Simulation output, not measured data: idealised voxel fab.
The document below concerns the process module designated voxel double patterning.
235 nm wide, 5 nm square cells: that's cross-section cut.
When this document writes out a cross-section, it uses a grid of square cells and lists it as bands, beginning at the top and moving down, with a band standing for one or more rows of cells. Read a band's entry like this: the first values are the height of its top and the height of its bottom in nm, and what follows is the sequence of materials from left to right, each with its width in nm. Note that "empty" is empty space, and that a single material marked "edge to edge" reaches across the band from edge to edge. Note: height 0 marks the level under which the wafer is uniformly one material as received. Lowest band unbounded below, written "z 0 and below". Quick explanation for "30->40": the width changes in equal steps down the rows of cells, from the first number in the band's top row to the second number in its bottom row. Reading "nothing altered" for a step: not a cell of the cross-section changed in it. Enclosed voids (no open way to top), threshold 8 cells or more, entry "Tabulated closed voids", notation width x height at distance, distance from left edge, nm. Read whatever lies past the settings on a step's line as the simulator's own remark about the step. overlay nm: mask right of planned place by this much (step with mask). Neg. = left.

[Here's what the planned process steps look like]
1. RECEIVE,material Si
2. CONFORMAL_DEP,material SiN,thk nm 5
3. DIRECTIONAL_DEP,material SiO2,thk nm 20
4. DIRECTIONAL_DEP,material SiCN,thk nm 5
5. MASKED_ETCH,tone open,mask id FIRST,width nm 15,pitch nm 50,etch materials SiCN,depth nm 5,overlay nm 0
6. DIRECTIONAL_DEP,material aC,thk nm 15
7. PATTERN,tone open,mask id SECOND,material resist,width nm 15,pitch nm 50,thk nm 35,overlay nm 0
8. DIRECTIONAL_ETCH,etch materials aC,depth nm 15
9. STRIP,etch materials resist
10. DIRECTIONAL_ETCH,etch materials SiCN,depth nm 5
11. STRIP,etch materials aC
12. DIRECTIONAL_ETCH,etch materials SiO2,depth nm 20
13. STRIP,etch materials SiCN
Heads up: all these wafers start the same, and what changes between them is the thk nm in step 2. The value you see in the plan is just what the first wafer got.

[Here's the first of the wafers in cross-section, just as we got it, i.e. after step 1]
	z 0 and below  Si edge to edge
	Tabulated closed voids: none

[First wafer of several, cross-section, module end, after step 13 (last)]
	z 25 to 5  60 of SiO2; 15 of empty; 10 of SiO2; 15 of empty; 10 of SiO2; 15 of empty; 10 of SiO2; 15 of empty; 10 of SiO2; 15 of empty; 60 of SiO2
	z 5 to 0  SiN edge to edge
	z 0 and below  Si edge to edge
	Tabulated closed voids: none

[Here's the last wafer cross-sectioned at the end of the module]
	z 45 to 25  60 of SiO2; 15 of empty; 10 of SiO2; 15 of empty; 10 of SiO2; 15 of empty; 10 of SiO2; 15 of empty; 10 of SiO2; 15 of empty; 60 of SiO2
	z 25 to 0  SiN edge to edge
	z 0 and below  Si edge to edge
	Tabulated closed voids: none

[Every row in this table is a wafer at the end of the module, and it gives, for each of the materials, the cells that wafer has gained (+) or lost (-) since it was received, then its closed voids]
thk nm 5 | +47 SiN | +128 SiO2 | Tabulated closed voids: none
thk nm 10 | +94 SiN | +128 SiO2 | Tabulated closed voids: none
thk nm 15 | +141 SiN | +128 SiO2 | Tabulated closed voids: none
thk nm 20 | +188 SiN | +128 SiO2 | Tabulated closed voids: none
thk nm 25 | +235 SiN | +128 SiO2 | Tabulated closed voids: none
